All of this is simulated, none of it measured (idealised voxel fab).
Process module, titled voxel wiring stack
Cross-section cut: width 185 nm, square cells of 5 nm.
Square cells in a grid make up a cross-section in this document, and the grid is given as bands, listed from the top down, each one or more rows of cells.
Top, bottom (nm), then materials left to right with widths (nm); lone material tagged "everywhere" fills the whole band edge to edge; "empty" = empty space.
Height datum 0, below which the as-received substrate wafer is one material. Lowest band open at the bottom, running downward: "top 0, no bottom".
A width such as "30 to 40" changes by the same amount from each row of cells to the next, from the band's top row to its bottom row.
The cross-section has no changed cell in any step marked "no change".
"Voids, enclosed": empty spaces of 8 cells or more with no open way to the top, each given as width x height at distance, distance from the left edge, all in nm.
Formally, on a step line, whatever follows the settings is a remark that the simulator itself makes on the step.
overlay nm: on a step with a mask, how far right of its planned place the mask lay; negative means left.
## List of planned process steps
1. RECEIVE: material Si
2. CONFORMAL_DEP: material SiO2, thk nm 15
3. CONFORMAL_DEP: material SiN, thk nm 5
4. DIRECTIONAL_DEP: material lowk, thk nm 20
5. PATTERN: tone open, mask id METAL_1, material resist, width nm 20, pitch nm 45, thk nm 20, overlay nm 0
6. DIRECTIONAL_ETCH: etch materials lowk, depth nm 20
7. DIRECTIONAL_ETCH: etch materials SiN, depth nm 5
8. STRIP: etch materials resist
9. CONFORMAL_DEP: material TiN, thk nm 5
10. FILL_DEP: material Cu, thk nm 10
11. CMP: height nm 40
12. EPI: material Ru, thk nm 5
13. FILL_DEP: material SiCN, thk nm 5
14. DIRECTIONAL_DEP: material lowk, thk nm 20
15. MASKED_ETCH: tone open, mask id PLUG_1, width nm 15, pitch nm 90, etch materials lowk, depth nm 20, overlay nm 0
16. MASKED_ETCH: tone open, mask id PLUG_1, width nm 15, pitch nm 90, etch materials SiCN, depth nm 5, overlay nm 0
17. CONFORMAL_DEP: material TiN, thk nm 5
18. FILL_DEP: material W, thk nm 5
19. CMP: height nm 70
20. DIRECTIONAL_DEP: material TiN, thk nm 5
21. DIRECTIONAL_DEP: material Ru, thk nm 25
22. DIRECTIONAL_DEP: material aC, thk nm 10
23. PATTERN: tone cover, mask id METAL_2, material resist, width nm 20, pitch nm 45, thk nm 30, overlay nm 0
24. DIRECTIONAL_ETCH: etch materials aC, depth nm 10
25. STRIP: etch materials resist
26. DIRECTIONAL_ETCH: etch materials Ru, depth nm 25
27. DIRECTIONAL_ETCH: etch materials TiN, depth nm 5
28. STRIP: etch materials aC
29. FILL_DEP: material SiO2, thk nm 10
30. CMP: height nm 100
31. CONFORMAL_DEP: material SiCN, thk nm 5
## Received-state cross-section, reflecting completion of step 1
- top 0, no bottom = Si everywhere
- Voids, enclosed: none
## Post-module cross-section: identical start and plan to those above, one misstep in execution
- top 105, bottom 100 = SiCN everywhere
- top 100, bottom 75 = 35 SiO2 / 20 Ru / 25 SiO2 / 20 Ru / 25 SiO2 / 20 Ru / 40 SiO2
- top 75, bottom 70 = 35 SiO2 / 20 TiN / 25 SiO2 / 20 TiN / 25 SiO2 / 20 TiN / 40 SiO2
- top 70, bottom 50 = 35 lowk / 5 TiN / 5 W / 5 TiN / 75 lowk / 5 TiN / 5 W / 5 TiN / 45 lowk
- top 50, bottom 45 = 35 SiCN / 15 TiN / 75 SiCN / 15 TiN / 45 SiCN
- top 45, bottom 40 = Ru everywhere
- top 40, bottom 35 = 40 TiN / 10 Cu / 35 TiN / 10 Cu / 35 TiN / 10 Cu / 45 TiN
- top 35, bottom 15 = 35 lowk / 5 TiN / 10 Cu / 5 TiN / 25 lowk / 5 TiN / 10 Cu / 5 TiN / 25 lowk / 5 TiN / 10 Cu / 5 TiN / 40 lowk
- top 15, bottom 10 = 35 SiN / 20 TiN / 25 SiN / 20 TiN / 25 SiN / 20 TiN / 40 SiN
- top 10, bottom 0 = SiO2 everywhere
- top 0, no bottom = Si everywhere
- Voids, enclosed: none
Diagnosis: step 2, actual vs plan mismatch, actual run CONFORMAL_DEP: material SiO2, thk nm 10
